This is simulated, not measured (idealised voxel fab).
process module | voxel self aligned vias
cross-section cut | 155 nm wide | cells 5 nm
A cross-section is a grid of square cells, given in bands from the top down. A band is one or more rows of cells.
Each band's line starts with the height of the band's top and of its bottom, in nm. Then come its materials from left to right, each with its width in nm. One material with "throughout" fills the band from edge to edge. "air" is empty space.
Height 0 is the level under which the wafer as received is all one material. The lowest band goes on downwards, as in "0 down".
A width such as "30 to 40" changes by the same amount from each row of cells to the next, from the band's top row to its bottom row.
"no change" after a step means that no cell of the cross-section changed.
closed voids: empty space of 8 cells or more with no open way to the top, each as width x height at its distance from the left edge, in nm
after a step's settings: what the simulator itself notes on the step
overlay nm, on a step with a mask: how far to the right of its planned place the mask lay; to the left if negative
plan
1 op RECEIVE | material Si
2 op CONFORMAL_DEP | material SiO2 | thk nm 10
3 op CONFORMAL_DEP | material SiCN | thk nm 5
4 op DIRECTIONAL_DEP | material lowk | thk nm 25
5 op DIRECTIONAL_DEP | material aC | thk nm 15
6 op PATTERN | tone open | mask id LINES | material resist | width nm 20 | pitch nm 70 | thk nm 35 | overlay nm 0
7 op DIRECTIONAL_ETCH | etch materials aC | depth nm 15
8 op STRIP | etch materials resist
9 op DIRECTIONAL_ETCH | etch materials lowk | depth nm 25
10 op STRIP | etch materials aC
11 op CONFORMAL_DEP | material TiN | thk nm 5
12 op FILL_DEP | material Ru | thk nm 5
13 op CMP | height nm 40
14 op SELECTIVE_ETCH | etch materials W Ru TiN | depth nm 5
15 op FILL_DEP | material SiN | thk nm 10
16 op CMP | height nm 40
17 op DIRECTIONAL_DEP | material lowk | thk nm 15
18 op MASKED_ETCH | tone open | mask id VIAS | width nm 40 | etch materials lowk | depth nm 15 | overlay nm 0
19 op MASKED_ETCH | tone open | mask id VIAS | width nm 40 | etch materials SiN | depth nm 5 | overlay nm 0
20 op CONFORMAL_DEP | material TiN | thk nm 5
21 op FILL_DEP | material Cu | thk nm 10
22 op CMP | height nm 55
23 op CONFORMAL_DEP | material SiN | thk nm 5
varied across the wafers: thk nm of step 11. The plan shows the first wafer's value. All wafers start alike
first wafer as received, after step 1
  0 down: Si throughout
  closed voids: none
each wafer at the end: cells of each material gained (+) or lost (-) since it was received, then its closed voids
thk nm 5 | +14 Cu | +12 Ru | +31 SiCN | +35 SiN | +62 SiO2 | +34 TiN | +184 lowk | closed voids: none
thk nm 10 | +14 Cu | +31 SiCN | +35 SiN | +62 SiO2 | +46 TiN | +184 lowk | closed voids: none
thk nm 15 | +14 Cu | +31 SiCN | +35 SiN | +62 SiO2 | +46 TiN | +184 lowk | closed voids: none
thk nm 20 | +14 Cu | +31 SiCN | +35 SiN | +62 SiO2 | +46 TiN | +184 lowk | closed voids: none
